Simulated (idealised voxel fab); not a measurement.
Herein follows the process module entitled voxel ribs on slabs.
Displayed cross-section: cut, width of 160 nm, square cells sized 5 nm.
Cross-section format: a grid of square cells, given as bands from top to bottom; each band is one or more rows of cells. First you get the band's top height and its bottom height, in nm, and then the materials it's made of, left to right, with each width in nm. If you see a single material with "everywhere", that one covers the band edge to edge. "air" is empty space. Where do heights start? At 0: under that level the wafer as delivered is made of one material only. And the lowest band has no floor; it just carries on downward, as in "from 0 down". The notation "30->40" denotes a width that varies across the rows of cells in the band, beginning at the first number in the top row, finishing at the second number in the bottom row, and changing by an identical amount from each row to the next. The cross-section has no changed cell in any step marked "everything unchanged". You'll see "Closed cavity list" listing empty spaces that have no way open to the top, as long as they're 8 cells or more; the notation is width x height at distance, where the distance is from the left edge, and all of it is in nm. On a step's line, text after the settings is the simulator commenting on that step. overlay nm: on a step with a mask, how far right of its planned place the mask lay; negative means left.

Planned process steps
step 1: op RECEIVE | material Si
step 2: op DIRECTIONAL_DEP | material SiO2 | thk nm 20
step 3: op DIRECTIONAL_DEP | material polySi | thk nm 20
step 4: op PATTERN | tone cover | mask id RIB | material resist | width nm 30 | thk nm 15 | overlay nm 0
step 5: op DIRECTIONAL_ETCH | etch materials polySi | depth nm 5
step 6: op STRIP | etch materials resist
step 7: op PATTERN | tone cover | mask id SLAB | material resist | width nm 60 | thk nm 20 | overlay nm 0
step 8: op DIRECTIONAL_ETCH | etch materials polySi | depth nm 15
step 9: op STRIP | etch materials resist
step 10: op FILL_DEP | material SiO2 | thk nm 20
step 11: op CMP | height nm 50
step 12: op DIRECTIONAL_DEP | material TiN | thk nm 10
step 13: op PATTERN | tone cover | mask id HEATER | material resist | width nm 40 | thk nm 15 | overlay nm 0
step 14: op DIRECTIONAL_ETCH | etch materials TiN | depth nm 10
step 15: op STRIP | etch materials resist
step 16: op CONFORMAL_DEP | material SiO2 | thk nm 5

Incoming wafer in cross-section (state: after step 1)
    from 0 down = Si everywhere
    Closed cavity list: none

Cross-section: first of two wafers, module finished, run according to plan
    from 65 to 60 = air 55; SiO2 50; air 55
    from 60 to 55 = air 55; SiO2 5; TiN 40; SiO2 5; air 55
    from 55 to 50 = SiO2 60; TiN 40; SiO2 60
    from 50 to 40 = SiO2 everywhere
    from 40 to 35 = SiO2 65; polySi 30; SiO2 65
    from 35 to 20 = SiO2 50; polySi 60; SiO2 50
    from 20 to 0 = SiO2 everywhere
    from 0 down = Si everywhere
    Closed cavity list: none

Second wafer of the two, sectioned at the end of the module. It began like the first and followed the same plan, but one mistake was made while running it
    from 65 to 60 = air 55; SiO2 50; air 55
    from 60 to 55 = air 55; SiO2 5; TiN 40; SiO2 5; air 55
    from 55 to 50 = SiO2 60; TiN 40; SiO2 60
    from 50 to 35 = SiO2 everywhere
    from 35 to 25 = polySi 50; SiO2 60; polySi 50
    from 25 to 20 = polySi 50; SiO2 15; polySi 30; SiO2 15; polySi 50
    from 20 to 0 = SiO2 everywhere
    from 0 down = Si everywhere
    Closed cavity list: none
Here's what went sideways: step 7 was processed under conditions differing from the plan, specifically as op PATTERN | tone open | mask id SLAB | material resist | width nm 60 | thk nm 20 | overlay nm 0
Wafer comparison, final, in cells, second relative to first, materials more or fewer: SiO2 -24; polySi +24
